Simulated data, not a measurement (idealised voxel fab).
The name of this process module is voxel released beams.
Each square cell in cross-section cut measures 5 nm, and the section as a whole is 295 nm wide.
A cross-section in this document is a grid of square cells, and it is written down as bands, the top band listed before the ones below it; a band is made up of one or more rows of cells. Band entry format. Leading values: height of top, height of bottom, nm. Remainder: materials in left-to-right order, each with its width in nm. Special words: "throughout" on a single material, which then fills the band edge to edge; "air", empty space. We count height from 0. Below that, the starting wafer is all one material. The lowest band never ends at the bottom but goes on down; see "top 0, no bottom" for how that is written. Think of "30..40" as a width that walks from the first number to the second as you go down the band, top row to bottom row, taking equal-sized steps from row to row. What does "no alteration" mean for a step? It means no cell of the cross-section changed in that step. "Non-vented voids": empty spaces of 8 cells or more with no open way to the top, each given as width x height at distance, distance from the left edge, all in nm. Text after the settings on a step's line: the simulator's own remark on that step. "overlay nm" on a masked step: distance the mask lay right of its planned place, negative for left.

**The following list gives the planned process steps**
- 1: RECEIVE: material Si
- 2: CONFORMAL_DEP: material SiN, thk nm 5
- 3: DIRECTIONAL_DEP: material SiO2, thk nm 10
- 4: PATTERN: tone open, mask id ANCHOR, material resist, width nm 40, thk nm 20, overlay nm -15
- 5: DIRECTIONAL_ETCH: etch materials SiO2, depth nm 10
- 6: STRIP: etch materials resist
- 7: CONFORMAL_DEP: material TiN, thk nm 15
- 8: DIRECTIONAL_DEP: material aC, thk nm 10
- 9: PATTERN: tone cover, mask id BEAM, material resist, width nm 120, thk nm 25, overlay nm 0
- 10: DIRECTIONAL_ETCH: etch materials aC, depth nm 10
- 11: STRIP: etch materials resist
- 12: DIRECTIONAL_ETCH: etch materials TiN, depth nm 15
- 13: STRIP: etch materials aC
- 14: STRIP: etch materials SiO2
Wafer-to-wafer difference: overlay nm, step 4. Common start. Plan = first wafer's value.

**First of several wafers (as received, post step 1), cross-sectional view**
top 0, no bottom | Si throughout
Non-vented voids: none

**After the module's final step, step 14: the first of several wafers in cross-section**
top 30, bottom 20 | air 85 / TiN 5 / air 10 / TiN 105 / air 90
top 20, bottom 15 | air 85 / TiN 120 / air 90
top 15, bottom 5 | air 75 / TiN 40 / air 180
top 5, bottom 0 | SiN throughout
top 0, no bottom | Si throughout
Non-vented voids: none

**Cross-sectional view, end of module, last wafer of several**
top 30, bottom 20 | air 85 / TiN 35 / air 10 / TiN 75 / air 90
top 20, bottom 15 | air 85 / TiN 120 / air 90
top 15, bottom 5 | air 105 / TiN 40 / air 150
top 5, bottom 0 | SiN throughout
top 0, no bottom | Si throughout
Non-vented voids: none

**What follows is a table in which each wafer occupies a row; for the wafer as it stands at the close of the module, the row states, material by material, how many cells have been gained (+) or lost (-) since receipt, and then gives its closed voids**
overlay nm -15, +59 SiN, +84 TiN, Non-vented voids: none
overlay nm -10, +59 SiN, +84 TiN, Non-vented voids: none
overlay nm -5, +59 SiN, +84 TiN, Non-vented voids: none
overlay nm 0, +59 SiN, +84 TiN, Non-vented voids: none
overlay nm 5, +59 SiN, +84 TiN, Non-vented voids: none
overlay nm 10, +59 SiN, +84 TiN, Non-vented voids: none
overlay nm 15, +59 SiN, +84 TiN, Non-vented voids: none
